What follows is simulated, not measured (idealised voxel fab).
Name of the process module below: voxel fin reveal
In the cross-section labelled cut, the width is 215 nm and each square cell is 5 nm.
Format of a cross-section: grid, square cells. Given as bands. Order: top down. Band: one or more rows of cells. Band entry format. Leading values: height of top, height of bottom, nm. Remainder: materials in left-to-right order, each with its width in nm. Special words: "full width" on a single material, which then fills the band edge to edge; "empty", empty space. Beneath 0, the wafer as received is one material, and that level is where height counting begins. The lowest band goes on downward without a bottom; it is written like "0 down". A width given as "30..40" starts at the first number in the band's top row and ends at the second number in its bottom row, shifting by an equal amount at every step from row to row. The designation "no modifications", where it is given for a processing step, indicates that no cell of the cross-section was altered in the course of that step. The entry titled "Closed void catalog" provides the empty spaces that have no open way to the top, restricted to those of 8 cells or more. Each is presented as width x height at distance, the distance being measured from the left edge, with all three in nm. Anything after a step's settings on that line? It's the simulator's own note about the step. The optional step-line setting "overlay nm" applies to steps with a mask and quantifies how far to the right of its planned location the mask lay, a negative value indicating leftward placement.

### The planned process steps are enumerated hereunder
1,RECEIVE [material Si]
2,CONFORMAL_DEP [material SiN] [thk nm 10]
3,MASKED_ETCH [tone cover] [mask id FINS] [width nm 15] [pitch nm 45] [etch materials SiN] [depth nm 10] [overlay nm 0]
4,MASKED_ETCH [tone cover] [mask id FINS] [width nm 15] [pitch nm 45] [etch materials Si] [depth nm 30] [overlay nm 0]
5,OXIDIZE [depth nm 5]
6,FILL_DEP [material SiO2] [thk nm 15]
7,CMP [height nm 10]
8,SELECTIVE_ETCH [etch materials SiO2] [depth nm 20]
9,STRIP [etch materials SiN]

### As received (post step 1): cross-section
    0 down | Si full width
    Closed void catalog: none

### As-planned run: cross-section of the first of two wafers at end of module
    0 to -10 | empty: 80, Si: 5, empty: 40, Si: 5, empty: 85
    -10 to -35 | SiO2: 80, Si: 5, SiO2: 40, Si: 5, SiO2: 85
    -35 down | Si full width
    Closed void catalog: none

### Cross-section, wafer two of two, end of module: same start and plan as wafer one, one error in execution
    5 to 0 | SiO2: 75, empty: 15, SiO2: 30, empty: 15, SiO2: 80
    0 to -35 | SiO2: 80, Si: 5, SiO2: 40, Si: 5, SiO2: 85
    -35 down | Si full width
    Closed void catalog: none
The mistake made against the process plan was this: heads up, step 7 of the plan was skipped and never actually ran
FYI, end of process, the second wafer has more or fewer cells of some materials than the first: 119 more of SiO2
